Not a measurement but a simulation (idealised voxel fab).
Title: Process Module voxel self aligned contacts
Square cell edge 5 nm, section width 210 nm, ID cut.
How to read a cross-section here: the picture is a grid of square cells, written as bands going from the top down, and any band can span one or more rows of cells. In this notation a band is specified by the heights of its top and bottom, in that order and in nm, after which its materials appear from left to right, each paired with its width in nm. The word "throughout" attached to a single material means that material fills the band from edge to edge; the word "empty" stands for empty space. Below 0: as-received wafer, all one material; heights counted from there. Lowest band: no bottom, goes on down, written "0 nm and below". Width "30 to 40": first value at the band's top row of cells, second value at its bottom row, equal change from row to row. You'll sometimes find "remains unaltered" written for a step, and that's the way of saying that nowhere in the cross-section did a cell change during that step. Entry "Catalogued sealed voids". Content: empty spaces with no open connection to the top, size 8 cells or greater. Each: width x height at distance. Distance: from left edge. Unit: nm. On a step's line, text after the settings is the simulator commenting on that step. A step line may carry the setting "overlay nm", which, for steps involving a mask, states the distance by which the mask lay to the right of its intended position; negative values denote displacement to the left.

# List of planned process steps
1,op RECEIVE | material Si
2,op OXIDIZE | depth nm 5
3,op DIRECTIONAL_DEP | material polySi | thk nm 25
4,op DIRECTIONAL_DEP | material SiN | thk nm 20
5,op PATTERN | tone cover | mask id GATE | material resist | width nm 30 | pitch nm 55 | thk nm 15 | overlay nm 0
6,op DIRECTIONAL_ETCH | etch materials SiN | depth nm 20
7,op DIRECTIONAL_ETCH | etch materials polySi | depth nm 25
8,op STRIP | etch materials resist
9,op CONFORMAL_DEP | material SiN | thk nm 5
10,op DIRECTIONAL_ETCH | etch materials SiN | depth nm 5
11,op FILL_DEP | material SiO2 | thk nm 15
12,op CMP | height nm 55
13,op PATTERN | tone open | mask id CONTACT | material resist | width nm 35 | pitch nm 55 | thk nm 15 | overlay nm 0
14,op DIRECTIONAL_ETCH | etch materials SiO2 | depth nm 60
15,op STRIP | etch materials resist
16,op CONFORMAL_DEP | material TiN | thk nm 5
17,op FILL_DEP | material W | thk nm 10
18,op CMP | height nm 55
19,op CONFORMAL_DEP | material SiCN | thk nm 5

# Incoming wafer in cross-section (state: after step 1)
- 0 nm and below | Si throughout
- Catalogued sealed voids: none

# End-of-module XS, first of two wafers, run as planned
- 60 nm to 55 nm | SiCN throughout
- 55 nm to 45 nm | 60 nm SiO2 | 5 to 15 nm TiN | 25 to 5 nm W | 5 to 15 nm TiN | 20 nm SiO2 | 5 to 15 nm TiN | 25 to 5 nm W | 5 to 15 nm TiN | 60 nm SiO2
- 45 nm to 25 nm | 30 nm SiO2 | 40 nm SiN | 5 nm TiN | 5 nm W | 5 nm TiN | 40 nm SiN | 5 nm TiN | 5 nm W | 5 nm TiN | 40 nm SiN | 30 nm SiO2
- 25 nm to 0 nm | 30 nm SiO2 | 5 nm SiN | 30 nm polySi | 5 nm SiN | 5 nm TiN | 5 nm W | 5 nm TiN | 5 nm SiN | 30 nm polySi | 5 nm SiN | 5 nm TiN | 5 nm W | 5 nm TiN | 5 nm SiN | 30 nm polySi | 5 nm SiN | 30 nm SiO2
- 0 nm to -5 nm | 70 nm SiO2 | 15 nm TiN | 40 nm SiO2 | 15 nm TiN | 70 nm SiO2
- -5 nm and below | Si throughout
- Catalogued sealed voids: none

# Wafer two cross-section, module end. Start and plan unchanged from wafer one; one mistake made during the run
- 60 nm to 55 nm | SiCN throughout
- 55 nm to 50 nm | 30 nm SiO2 | 40 nm SiN | 5 nm TiN | 5 nm W | 5 nm TiN | 40 nm SiN | 5 nm TiN | 5 nm W | 5 nm TiN | 40 nm SiN | 30 nm SiO2
- 50 nm to 30 nm | 30 nm SiO2 | 5 nm SiN | 30 nm polySi | 5 nm SiN | 5 nm TiN | 5 nm W | 5 nm TiN | 5 nm SiN | 30 nm polySi | 5 nm SiN | 5 nm TiN | 5 nm W | 5 nm TiN | 5 nm SiN | 30 nm polySi | 5 nm SiN | 30 nm SiO2
- 30 nm to 25 nm | 30 nm SiO2 | 5 nm SiN | 30 nm polySi | 5 nm SiN | 15 nm TiN | 5 nm SiN | 30 nm polySi | 5 nm SiN | 15 nm TiN | 5 nm SiN | 30 nm polySi | 5 nm SiN | 30 nm SiO2
- 25 nm to 0 nm | polySi throughout
- 0 nm to -5 nm | SiO2 throughout
- -5 nm and below | Si throughout
- Catalogued sealed voids: none
Diagnosis: in the plan, step 3 was performed twice
It is noted that, at the conclusion of processing, the second wafer exhibits a higher or lower cell count for certain materials relative to the first: 72 fewer of SiN; 86 fewer of SiO2; 32 fewer of TiN; 20 fewer of W; 210 more of polySi
